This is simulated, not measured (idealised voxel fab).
Title: Process Module voxel transistor to metal
cross-section cut | 160 nm wide | cells 5 nm
When this document writes out a cross-section, it uses a grid of square cells and lists it as bands, beginning at the top and moving down, with a band standing for one or more rows of cells.
Band: top height; bottom height; in nm. Then, left to right: material with width in nm, for each material. "throughout": a single material spanning edge to edge. "blank": empty space.
The reference from which all heights are counted is 0, the level beneath which the as-received wafer is entirely one material; the lowest band, having no lower bound, proceeds downward and is written after the example "0 down".
You'd read "30..40" like this: the band's top row of cells is as wide as the first number, its bottom row is as wide as the second, and going down, every row changes width by the same amount as the row before did.
Where a step carries "nothing was modified", the cross-section came out of it unchanged, cell for cell.
The entry "Sealed-off cavities" lists the empty spaces that cover at least 8 cells and have no open path to the top. Each is written as width x height at distance, where the distance is measured from the left edge and all three values are in nm.
Formally, on a step line, whatever follows the settings is a remark that the simulator itself makes on the step.
"overlay nm" on a masked step: distance the mask lay right of its planned place, negative for left.

Process steps foreseen in the plan
1. op RECEIVE | material Si
2. op CONFORMAL_DEP | material SiO2 | thk nm 5
3. op CONFORMAL_DEP | material SiN | thk nm 10
4. op MASKED_ETCH | tone cover | mask id ACTIVE | width nm 115 | etch materials SiN | depth nm 10 | overlay nm 0
5. op MASKED_ETCH | tone cover | mask id ACTIVE | width nm 115 | etch materials SiO2 | depth nm 5 | overlay nm 0
6. op MASKED_ETCH | tone cover | mask id ACTIVE | width nm 115 | etch materials Si | depth nm 30 | overlay nm 0
7. op OXIDIZE | depth nm 5
8. op FILL_DEP | material SiO2 | thk nm 15
9. op CMP | height nm 15
10. op SELECTIVE_ETCH | etch materials SiO2 | depth nm 10
11. op STRIP | etch materials SiN
12. op SELECTIVE_ETCH | etch materials SiO2 | depth nm 5
13. op OXIDIZE | depth nm 5
14. op DIRECTIONAL_DEP | material polySi | thk nm 25
15. op DIRECTIONAL_DEP | material SiCN | thk nm 10
16. op PATTERN | tone cover | mask id GATE | material resist | width nm 25 | thk nm 20 | overlay nm 0
17. op DIRECTIONAL_ETCH | etch materials SiCN | depth nm 20
18. op DIRECTIONAL_ETCH | etch materials polySi | depth nm 35
19. op STRIP | etch materials resist
20. op CONFORMAL_DEP | material SiO2 | thk nm 5
21. op DIRECTIONAL_ETCH | etch materials SiO2 | depth nm 5
22. op CONFORMAL_DEP | material SiN | thk nm 5
23. op DIRECTIONAL_ETCH | etch materials SiN | depth nm 5
24. op DIRECTIONAL_ETCH | etch materials SiO2 | depth nm 5
25. op EPI | material pSi | thk nm 5
26. op FILL_DEP | material SiO2 | thk nm 10
27. op CMP | height nm 35
28. op DIRECTIONAL_DEP | material SiO2 | thk nm 10
29. op MASKED_ETCH | tone open | mask id CONTACT | width nm 35 | pitch nm 70 | etch materials SiO2 | depth nm 45 | overlay nm 0
30. op CONFORMAL_DEP | material TiN | thk nm 5
31. op FILL_DEP | material Ru | thk nm 10
32. op CMP | height nm 45
33. op CONFORMAL_DEP | material SiN | thk nm 5
34. op DIRECTIONAL_DEP | material lowk | thk nm 20
35. op PATTERN | tone open | mask id METAL_1 | material resist | width nm 20 | pitch nm 85 | thk nm 20 | overlay nm 0
36. op DIRECTIONAL_ETCH | etch materials lowk | depth nm 20
37. op DIRECTIONAL_ETCH | etch materials SiN | depth nm 5
38. op STRIP | etch materials resist
39. op CONFORMAL_DEP | material TiN | thk nm 5
40. op FILL_DEP | material W | thk nm 5
41. op CMP | height nm 70
42. op EPI | material Ru | thk nm 5
43. op FILL_DEP | material SiCN | thk nm 5

As-received wafer cross-section (after step 1)
    0 down = Si throughout
    Sealed-off cavities: none

Result of the module, cross-sectioned: start per above, plan per above, one error in how it was run
    80 to 75 = SiCN throughout
    75 to 70 = SiCN: 20, Ru: 30, SiCN: 55, Ru: 30, SiCN: 25
    70 to 50 = lowk: 25, TiN: 5, W: 10, TiN: 5, lowk: 65, TiN: 5, W: 10, TiN: 5, lowk: 30
    50 to 45 = SiN: 25, TiN: 20, SiN: 65, TiN: 20, SiN: 30
    45 to 35 = SiO2: 25, TiN: 5, Ru: 25, TiN: 5, SiO2: 35, TiN: 5, Ru: 25, TiN: 5, SiO2: 30
    35 to 25 = SiO2: 25, TiN: 5, Ru: 25, TiN: 5, SiO2: 5, SiCN: 25, SiO2: 5, TiN: 5, Ru: 25, TiN: 5, SiO2: 30
    25 to 5 = SiO2: 25, TiN: 5, Ru: 25, TiN: 5, SiO2: 5, polySi: 25, SiO2: 5, TiN: 5, Ru: 25, TiN: 5, SiO2: 30
    5 to 0 = SiO2: 25, TiN: 35, SiO2: 5, polySi: 25, SiO2: 5, TiN: 35, SiO2: 30
    0 to -5 = SiO2: 20, pSi: 40, SiO2: 35, pSi: 40, SiO2: 25
    -5 to -35 = SiO2: 25, Si: 105, SiO2: 30
    -35 down = Si throughout
    Sealed-off cavities: none
Finding, execution versus plan: step 22 of the plan: omitted, not performed
